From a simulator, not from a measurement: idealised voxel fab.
process module | voxel wiring stack
cross-section cut | 245 nm wide | cells 5 nm
A cross-section is a grid of square cells, given in bands from the top down. A band is one or more rows of cells.
Each band's line starts with the height of the band's top and of its bottom, in nm. Then come its materials from left to right, each with its width in nm. One material with "throughout" fills the band from edge to edge. "air" is empty space.
Height 0 is the level under which the wafer as received is all one material. The lowest band goes on downwards, as in "0 down".
A width such as "30 to 40" changes by the same amount from each row of cells to the next, from the band's top row to its bottom row.
"no change" after a step means that no cell of the cross-section changed.
closed voids: empty space of 8 cells or more with no open way to the top, each as width x height at its distance from the left edge, in nm
after a step's settings: what the simulator itself notes on the step
overlay nm, on a step with a mask: how far to the right of its planned place the mask lay; to the left if negative
plan
1 op RECEIVE | material Si
2 op CONFORMAL_DEP | material SiO2 | thk nm 10
3 op DIRECTIONAL_DEP | material TiN | thk nm 5
4 op DIRECTIONAL_DEP | material Ru | thk nm 20
5 op PATTERN | tone cover | mask id METAL_1 | material resist | width nm 20 | pitch nm 35 | thk nm 15 | overlay nm 0
6 op DIRECTIONAL_ETCH | etch materials Ru | depth nm 20
7 op DIRECTIONAL_ETCH | etch materials TiN | depth nm 5
8 op STRIP | etch materials resist
9 op CONFORMAL_DEP | material SiN | thk nm 5
10 op FILL_DEP | material SiO2 | thk nm 5
11 op CMP | height nm 35
12 op CONFORMAL_DEP | material SiCN | thk nm 5
13 op DIRECTIONAL_DEP | material SiO2 | thk nm 20
14 op DIRECTIONAL_DEP | material aC | thk nm 15
15 op PATTERN | tone open | mask id PLUG_1 | material resist | width nm 15 | pitch nm 70 | thk nm 30 | overlay nm 0
16 op DIRECTIONAL_ETCH | etch materials aC | depth nm 15
17 op STRIP | etch materials resist
18 op DIRECTIONAL_ETCH | etch materials SiO2 | depth nm 20
19 op DIRECTIONAL_ETCH | etch materials SiCN | depth nm 5
20 op STRIP | etch materials aC
21 op EPI | material Ru | thk nm 10
22 op EPI | material Ru | thk nm 10
23 op EPI | material Ru | thk nm 5
24 op DIRECTIONAL_DEP | material TiN | thk nm 5
25 op DIRECTIONAL_DEP | material Ru | thk nm 20
26 op MASKED_ETCH | tone cover | mask id METAL_2 | width nm 20 | pitch nm 35 | etch materials Ru | depth nm 20 | overlay nm 0
27 op MASKED_ETCH | tone cover | mask id METAL_2 | width nm 20 | pitch nm 35 | etch materials TiN | depth nm 5 | overlay nm 0
28 op FILL_DEP | material SiO2 | thk nm 10
29 op CMP | height nm 85
30 op CONFORMAL_DEP | material SiCN | thk nm 5
31 op DIRECTIONAL_DEP | material SiO2 | thk nm 15
32 op MASKED_ETCH | tone open | mask id PLUG_2 | width nm 15 | pitch nm 35 | etch materials SiO2 | depth nm 15 | overlay nm 0
33 op MASKED_ETCH | tone open | mask id PLUG_2 | width nm 15 | pitch nm 35 | etch materials SiCN | depth nm 5 | overlay nm 0
34 op CONFORMAL_DEP | material TiN | thk nm 5
35 op FILL_DEP | material W | thk nm 5
36 op CMP | height nm 105
37 op DIRECTIONAL_DEP | material TiN | thk nm 5
38 op DIRECTIONAL_DEP | material W | thk nm 25
39 op PATTERN | tone cover | mask id METAL_3 | material resist | width nm 20 | pitch nm 35 | thk nm 20 | overlay nm 0
40 op DIRECTIONAL_ETCH | etch materials W | depth nm 25
41 op DIRECTIONAL_ETCH | etch materials TiN | depth nm 5
42 op STRIP | etch materials resist
43 op FILL_DEP | material SiO2 | thk nm 5
44 op CMP | height nm 135
45 op CONFORMAL_DEP | material SiN | thk nm 5
first wafer, as planned
as received, after step 1
  0 down: Si throughout
  closed voids: none
after step 2
  10 to 0: SiO2 throughout
  below 0: unchanged
after step 3
  15 to 10: TiN throughout
  below 10: unchanged
after step 4
  35 to 15: Ru throughout
  below 15: unchanged
after step 5
  50 to 35: air 60 | resist 20 | air 15 | resist 20 | air 15 | resist 20 | air 15 | resist 20 | air 60
  below 35: unchanged
after step 6
  50 to 35: air 60 | resist 20 | air 15 | resist 20 | air 15 | resist 20 | air 15 | resist 20 | air 60
  35 to 15: air 60 | Ru 20 | air 15 | Ru 20 | air 15 | Ru 20 | air 15 | Ru 20 | air 60
  below 15: unchanged
after step 7
  50 to 35: air 60 | resist 20 | air 15 | resist 20 | air 15 | resist 20 | air 15 | resist 20 | air 60
  35 to 15: air 60 | Ru 20 | air 15 | Ru 20 | air 15 | Ru 20 | air 15 | Ru 20 | air 60
  15 to 10: air 60 | TiN 20 | air 15 | TiN 20 | air 15 | TiN 20 | air 15 | TiN 20 | air 60
  below 10: unchanged
after step 8
  35 to 15: air 60 | Ru 20 | air 15 | Ru 20 | air 15 | Ru 20 | air 15 | Ru 20 | air 60
  below 15: unchanged
after step 9
  40 to 35: air 55 | SiN 30 | air 5 | SiN 30 | air 5 | SiN 30 | air 5 | SiN 30 | air 55
  35 to 15: air 55 | SiN 5 | Ru 20 | SiN 5 | air 5 | SiN 5 | Ru 20 | SiN 5 | air 5 | SiN 5 | Ru 20 | SiN 5 | air 5 | SiN 5 | Ru 20 | SiN 5 | air 55
  15 to 10: SiN 60 | TiN 20 | SiN 15 | TiN 20 | SiN 15 | TiN 20 | SiN 15 | TiN 20 | SiN 60
  below 10: unchanged
after step 10
  45 to 40: SiO2 throughout
  40 to 35: SiO2 55 | SiN 30 | SiO2 5 | SiN 30 | SiO2 5 | SiN 30 | SiO2 5 | SiN 30 | SiO2 55
  35 to 15: SiO2 55 | SiN 5 | Ru 20 | SiN 5 | SiO2 5 | SiN 5 | Ru 20 | SiN 5 | SiO2 5 | SiN 5 | Ru 20 | SiN 5 | SiO2 5 | SiN 5 | Ru 20 | SiN 5 | SiO2 55
  below 15: unchanged
after step 11
  35 to 15: SiO2 55 | SiN 5 | Ru 20 | SiN 5 | SiO2 5 | SiN 5 | Ru 20 | SiN 5 | SiO2 5 | SiN 5 | Ru 20 | SiN 5 | SiO2 5 | SiN 5 | Ru 20 | SiN 5 | SiO2 55
  below 15: unchanged
after step 12
  40 to 35: SiCN throughout
  below 35: unchanged
after step 13
  60 to 40: SiO2 throughout
  below 40: unchanged
after step 14
  75 to 60: aC throughout
  below 60: unchanged
after step 15
  105 to 75: resist 60 | air 15 | resist 55 | air 15 | resist 100
  below 75: unchanged
after step 16
  90 to 75: resist 60 | air 15 | resist 55 | air 15 | resist 100
  75 to 60: aC 60 | air 15 | aC 55 | air 15 | aC 100
  below 60: unchanged
after step 17
  75 to 60: aC 60 | air 15 | aC 55 | air 15 | aC 100
  below 60: unchanged
after step 18
  75 to 60: aC 60 | air 15 | aC 55 | air 15 | aC 100
  60 to 40: SiO2 60 | air 15 | SiO2 55 | air 15 | SiO2 100
  below 40: unchanged
after step 19
  75 to 60: aC 60 | air 15 | aC 55 | air 15 | aC 100
  60 to 40: SiO2 60 | air 15 | SiO2 55 | air 15 | SiO2 100
  40 to 35: SiCN 60 | air 15 | SiCN 55 | air 15 | SiCN 100
  below 35: unchanged
after step 20
  60 to 40: SiO2 60 | air 15 | SiO2 55 | air 15 | SiO2 100
  below 40: unchanged
after step 21
  60 to 45: SiO2 60 | air 15 | SiO2 55 | air 15 | SiO2 100
  45 to 40: SiO2 60 | Ru 15 | SiO2 55 | Ru 15 | SiO2 100
  40 to 35: SiCN 60 | Ru 15 | SiCN 55 | Ru 15 | SiCN 100
  below 35: unchanged
after step 22
  60 to 55: SiO2 60 | air 15 | SiO2 55 | air 15 | SiO2 100
  55 to 40: SiO2 60 | Ru 15 | SiO2 55 | Ru 15 | SiO2 100
  below 40: unchanged
after step 23
  60 to 40: SiO2 60 | Ru 15 | SiO2 55 | Ru 15 | SiO2 100
  below 40: unchanged
after step 24
  65 to 60: TiN throughout
  below 60: unchanged
after step 25
  85 to 65: Ru throughout
  below 65: unchanged
after step 26
  85 to 65: air 60 | Ru 20 | air 15 | Ru 20 | air 15 | Ru 20 | air 15 | Ru 20 | air 60
  below 65: unchanged
after step 27
  85 to 65: air 60 | Ru 20 | air 15 | Ru 20 | air 15 | Ru 20 | air 15 | Ru 20 | air 60
  65 to 60: air 60 | TiN 20 | air 15 | TiN 20 | air 15 | TiN 20 | air 15 | TiN 20 | air 60
  below 60: unchanged
after step 28
  95 to 85: SiO2 throughout
  85 to 65: SiO2 60 | Ru 20 | SiO2 15 | Ru 20 | SiO2 15 | Ru 20 | SiO2 15 | Ru 20 | SiO2 60
  65 to 60: SiO2 60 | TiN 20 | SiO2 15 | TiN 20 | SiO2 15 | TiN 20 | SiO2 15 | TiN 20 | SiO2 60
  below 60: unchanged
after step 29
  85 to 65: SiO2 60 | Ru 20 | SiO2 15 | Ru 20 | SiO2 15 | Ru 20 | SiO2 15 | Ru 20 | SiO2 60
  below 65: unchanged
after step 30
  90 to 85: SiCN throughout
  below 85: unchanged
after step 31
  105 to 90: SiO2 throughout
  below 90: unchanged
after step 32
  105 to 90: SiO2 60 | air 15 | SiO2 20 | air 15 | SiO2 20 | air 15 | SiO2 20 | air 15 | SiO2 65
  below 90: unchanged
after step 33
  105 to 90: SiO2 60 | air 15 | SiO2 20 | air 15 | SiO2 20 | air 15 | SiO2 20 | air 15 | SiO2 65
  90 to 85: SiCN 60 | air 15 | SiCN 20 | air 15 | SiCN 20 | air 15 | SiCN 20 | air 15 | SiCN 65
  below 85: unchanged
after step 34
  110 to 105: TiN 65 | air 5 | TiN 30 | air 5 | TiN 30 | air 5 | TiN 30 | air 5 | TiN 70
  105 to 90: SiO2 60 | TiN 5 | air 5 | TiN 5 | SiO2 20 | TiN 5 | air 5 | TiN 5 | SiO2 20 | TiN 5 | air 5 | TiN 5 | SiO2 20 | TiN 5 | air 5 | TiN 5 | SiO2 65
  90 to 85: SiCN 60 | TiN 15 | SiCN 20 | TiN 15 | SiCN 20 | TiN 15 | SiCN 20 | TiN 15 | SiCN 65
  below 85: unchanged
after step 35
  115 to 110: W throughout
  110 to 105: TiN 65 | W 5 | TiN 30 | W 5 | TiN 30 | W 5 | TiN 30 | W 5 | TiN 70
  105 to 90: SiO2 60 | TiN 5 | W 5 | TiN 5 | SiO2 20 | TiN 5 | W 5 | TiN 5 | SiO2 20 | TiN 5 | W 5 | TiN 5 | SiO2 20 | TiN 5 | W 5 | TiN 5 | SiO2 65
  below 90: unchanged
after step 36
  105 to 90: SiO2 60 | TiN 5 | W 5 | TiN 5 | SiO2 20 | TiN 5 | W 5 | TiN 5 | SiO2 20 | TiN 5 | W 5 | TiN 5 | SiO2 20 | TiN 5 | W 5 | TiN 5 | SiO2 65
  below 90: unchanged
after step 37
  110 to 105: TiN throughout
  below 105: unchanged
after step 38
  135 to 110: W throughout
  below 110: unchanged
after step 39
  155 to 135: air 60 | resist 20 | air 15 | resist 20 | air 15 | resist 20 | air 15 | resist 20 | air 60
  below 135: unchanged
after step 40
  155 to 135: air 60 | resist 20 | air 15 | resist 20 | air 15 | resist 20 | air 15 | resist 20 | air 60
  135 to 110: air 60 | W 20 | air 15 | W 20 | air 15 | W 20 | air 15 | W 20 | air 60
  below 110: unchanged
after step 41
  155 to 135: air 60 | resist 20 | air 15 | resist 20 | air 15 | resist 20 | air 15 | resist 20 | air 60
  135 to 110: air 60 | W 20 | air 15 | W 20 | air 15 | W 20 | air 15 | W 20 | air 60
  110 to 105: air 60 | TiN 20 | air 15 | TiN 20 | air 15 | TiN 20 | air 15 | TiN 20 | air 60
  below 105: unchanged
after step 42
  135 to 110: air 60 | W 20 | air 15 | W 20 | air 15 | W 20 | air 15 | W 20 | air 60
  below 110: unchanged
after step 43
  140 to 135: SiO2 throughout
  135 to 110: SiO2 60 | W 20 | SiO2 15 | W 20 | SiO2 15 | W 20 | SiO2 15 | W 20 | SiO2 60
  110 to 105: SiO2 60 | TiN 20 | SiO2 15 | TiN 20 | SiO2 15 | TiN 20 | SiO2 15 | TiN 20 | SiO2 60
  below 105: unchanged
after step 44
  135 to 110: SiO2 60 | W 20 | SiO2 15 | W 20 | SiO2 15 | W 20 | SiO2 15 | W 20 | SiO2 60
  below 110: unchanged
after step 45
  140 to 135: SiN throughout
  below 135: unchanged
second wafer: like start, like plan, one mistake. Through step 1 it matches the first wafer
when step 2 should have ended: no change
when step 3 should have ended
  5 to 0: TiN throughout
  below 0: unchanged
when step 4 should have ended
  25 to 5: Ru throughout
  below 5: unchanged
when step 5 should have ended
  40 to 25: air 60 | resist 20 | air 15 | resist 20 | air 15 | resist 20 | air 15 | resist 20 | air 60
  below 25: unchanged
when step 6 should have ended
  40 to 25: air 60 | resist 20 | air 15 | resist 20 | air 15 | resist 20 | air 15 | resist 20 | air 60
  25 to 5: air 60 | Ru 20 | air 15 | Ru 20 | air 15 | Ru 20 | air 15 | Ru 20 | air 60
  below 5: unchanged
when step 7 should have ended
  40 to 25: air 60 | resist 20 | air 15 | resist 20 | air 15 | resist 20 | air 15 | resist 20 | air 60
  25 to 5: air 60 | Ru 20 | air 15 | Ru 20 | air 15 | Ru 20 | air 15 | Ru 20 | air 60
  5 to 0: air 60 | TiN 20 | air 15 | TiN 20 | air 15 | TiN 20 | air 15 | TiN 20 | air 60
  below 0: unchanged
when step 8 should have ended
  25 to 5: air 60 | Ru 20 | air 15 | Ru 20 | air 15 | Ru 20 | air 15 | Ru 20 | air 60
  below 5: unchanged
when step 9 should have ended
  30 to 25: air 55 | SiN 30 | air 5 | SiN 30 | air 5 | SiN 30 | air 5 | SiN 30 | air 55
  25 to 5: air 55 | SiN 5 | Ru 20 | SiN 5 | air 5 | SiN 5 | Ru 20 | SiN 5 | air 5 | SiN 5 | Ru 20 | SiN 5 | air 5 | SiN 5 | Ru 20 | SiN 5 | air 55
  5 to 0: SiN 60 | TiN 20 | SiN 15 | TiN 20 | SiN 15 | TiN 20 | SiN 15 | TiN 20 | SiN 60
  below 0: unchanged
when step 10 should have ended
  35 to 30: SiO2 throughout
  30 to 25: SiO2 55 | SiN 30 | SiO2 5 | SiN 30 | SiO2 5 | SiN 30 | SiO2 5 | SiN 30 | SiO2 55
  25 to 5: SiO2 55 | SiN 5 | Ru 20 | SiN 5 | SiO2 5 | SiN 5 | Ru 20 | SiN 5 | SiO2 5 | SiN 5 | Ru 20 | SiN 5 | SiO2 5 | SiN 5 | Ru 20 | SiN 5 | SiO2 55
  below 5: unchanged
when step 11 should have ended: no change
when step 12 should have ended
  40 to 35: SiCN throughout
  below 35: unchanged
when step 13 should have ended
  60 to 40: SiO2 throughout
  below 40: unchanged
when step 14 should have ended
  75 to 60: aC throughout
  below 60: unchanged
when step 15 should have ended
  105 to 75: resist 60 | air 15 | resist 55 | air 15 | resist 100
  below 75: unchanged
when step 16 should have ended
  90 to 75: resist 60 | air 15 | resist 55 | air 15 | resist 100
  75 to 60: aC 60 | air 15 | aC 55 | air 15 | aC 100
  below 60: unchanged
when step 17 should have ended
  75 to 60: aC 60 | air 15 | aC 55 | air 15 | aC 100
  below 60: unchanged
when step 18 should have ended
  75 to 60: aC 60 | air 15 | aC 55 | air 15 | aC 100
  60 to 40: SiO2 60 | air 15 | SiO2 55 | air 15 | SiO2 100
  below 40: unchanged
when step 19 should have ended
  75 to 60: aC 60 | air 15 | aC 55 | air 15 | aC 100
  60 to 40: SiO2 60 | air 15 | SiO2 55 | air 15 | SiO2 100
  40 to 35: SiCN 60 | air 15 | SiCN 55 | air 15 | SiCN 100
  below 35: unchanged
when step 20 should have ended
  60 to 40: SiO2 60 | air 15 | SiO2 55 | air 15 | SiO2 100
  below 40: unchanged
when step 21 should have ended: no change
when step 22 should have ended: no change
when step 23 should have ended: no change
when step 24 should have ended
  65 to 60: TiN 60 | air 15 | TiN 55 | air 15 | TiN 100
  60 to 40: SiO2 60 | air 15 | SiO2 55 | air 15 | SiO2 100
  40 to 35: SiCN 60 | TiN 15 | SiCN 55 | TiN 15 | SiCN 100
  below 35: unchanged
when step 25 should have ended
  85 to 65: Ru 60 | air 15 | Ru 55 | air 15 | Ru 100
  65 to 60: TiN 60 | air 15 | TiN 55 | air 15 | TiN 100
  60 to 40: SiO2 60 | Ru 15 | SiO2 55 | Ru 15 | SiO2 100
  below 40: unchanged
when step 26 should have ended
  85 to 65: air 75 | Ru 5 | air 15 | Ru 20 | air 30 | Ru 5 | air 15 | Ru 20 | air 60
  below 65: unchanged
when step 27 should have ended
  85 to 65: air 75 | Ru 5 | air 15 | Ru 20 | air 30 | Ru 5 | air 15 | Ru 20 | air 60
  65 to 60: air 75 | TiN 5 | air 15 | TiN 20 | air 30 | TiN 5 | air 15 | TiN 20 | air 60
  below 60: unchanged
when step 28 should have ended
  95 to 85: SiO2 throughout
  85 to 65: SiO2 75 | Ru 5 | SiO2 15 | Ru 20 | SiO2 30 | Ru 5 | SiO2 15 | Ru 20 | SiO2 60
  65 to 60: SiO2 75 | TiN 5 | SiO2 15 | TiN 20 | SiO2 30 | TiN 5 | SiO2 15 | TiN 20 | SiO2 60
  below 60: unchanged
when step 29 should have ended
  85 to 65: SiO2 75 | Ru 5 | SiO2 15 | Ru 20 | SiO2 30 | Ru 5 | SiO2 15 | Ru 20 | SiO2 60
  below 65: unchanged
when step 30 should have ended
  90 to 85: SiCN throughout
  below 85: unchanged
when step 31 should have ended
  105 to 90: SiO2 throughout
  below 90: unchanged
when step 32 should have ended
  105 to 90: SiO2 60 | air 15 | SiO2 20 | air 15 | SiO2 20 | air 15 | SiO2 20 | air 15 | SiO2 65
  below 90: unchanged
when step 33 should have ended
  105 to 90: SiO2 60 | air 15 | SiO2 20 | air 15 | SiO2 20 | air 15 | SiO2 20 | air 15 | SiO2 65
  90 to 85: SiCN 60 | air 15 | SiCN 20 | air 15 | SiCN 20 | air 15 | SiCN 20 | air 15 | SiCN 65
  below 85: unchanged
when step 34 should have ended
  110 to 105: TiN 65 | air 5 | TiN 30 | air 5 | TiN 30 | air 5 | TiN 30 | air 5 | TiN 70
  105 to 90: SiO2 60 | TiN 5 | air 5 | TiN 5 | SiO2 20 | TiN 5 | air 5 | TiN 5 | SiO2 20 | TiN 5 | air 5 | TiN 5 | SiO2 20 | TiN 5 | air 5 | TiN 5 | SiO2 65
  90 to 85: SiCN 60 | TiN 15 | SiCN 20 | TiN 15 | SiCN 20 | TiN 15 | SiCN 20 | TiN 15 | SiCN 65
  below 85: unchanged
when step 35 should have ended
  115 to 110: W throughout
  110 to 105: TiN 65 | W 5 | TiN 30 | W 5 | TiN 30 | W 5 | TiN 30 | W 5 | TiN 70
  105 to 90: SiO2 60 | TiN 5 | W 5 | TiN 5 | SiO2 20 | TiN 5 | W 5 | TiN 5 | SiO2 20 | TiN 5 | W 5 | TiN 5 | SiO2 20 | TiN 5 | W 5 | TiN 5 | SiO2 65
  below 90: unchanged
when step 36 should have ended
  105 to 90: SiO2 60 | TiN 5 | W 5 | TiN 5 | SiO2 20 | TiN 5 | W 5 | TiN 5 | SiO2 20 | TiN 5 | W 5 | TiN 5 | SiO2 20 | TiN 5 | W 5 | TiN 5 | SiO2 65
  below 90: unchanged
when step 37 should have ended
  110 to 105: TiN throughout
  below 105: unchanged
when step 38 should have ended
  135 to 110: W throughout
  below 110: unchanged
when step 39 should have ended
  155 to 135: air 60 | resist 20 | air 15 | resist 20 | air 15 | resist 20 | air 15 | resist 20 | air 60
  below 135: unchanged
when step 40 should have ended
  155 to 135: air 60 | resist 20 | air 15 | resist 20 | air 15 | resist 20 | air 15 | resist 20 | air 60
  135 to 110: air 60 | W 20 | air 15 | W 20 | air 15 | W 20 | air 15 | W 20 | air 60
  below 110: unchanged
when step 41 should have ended
  155 to 135: air 60 | resist 20 | air 15 | resist 20 | air 15 | resist 20 | air 15 | resist 20 | air 60
  135 to 110: air 60 | W 20 | air 15 | W 20 | air 15 | W 20 | air 15 | W 20 | air 60
  110 to 105: air 60 | TiN 20 | air 15 | TiN 20 | air 15 | TiN 20 | air 15 | TiN 20 | air 60
  below 105: unchanged
when step 42 should have ended
  135 to 110: air 60 | W 20 | air 15 | W 20 | air 15 | W 20 | air 15 | W 20 | air 60
  below 110: unchanged
when step 43 should have ended
  140 to 135: SiO2 throughout
  135 to 110: SiO2 60 | W 20 | SiO2 15 | W 20 | SiO2 15 | W 20 | SiO2 15 | W 20 | SiO2 60
  110 to 105: SiO2 60 | TiN 20 | SiO2 15 | TiN 20 | SiO2 15 | TiN 20 | SiO2 15 | TiN 20 | SiO2 60
  below 105: unchanged
when step 44 should have ended
  135 to 110: SiO2 60 | W 20 | SiO2 15 | W 20 | SiO2 15 | W 20 | SiO2 15 | W 20 | SiO2 60
  below 110: unchanged
when step 45 should have ended
  140 to 135: SiN throughout
  below 135: unchanged
what went wrong: step 2 was left out
at the end the second wafer has, in cells: 30 fewer of Ru | 24 more of SiN | 6 more of SiO2
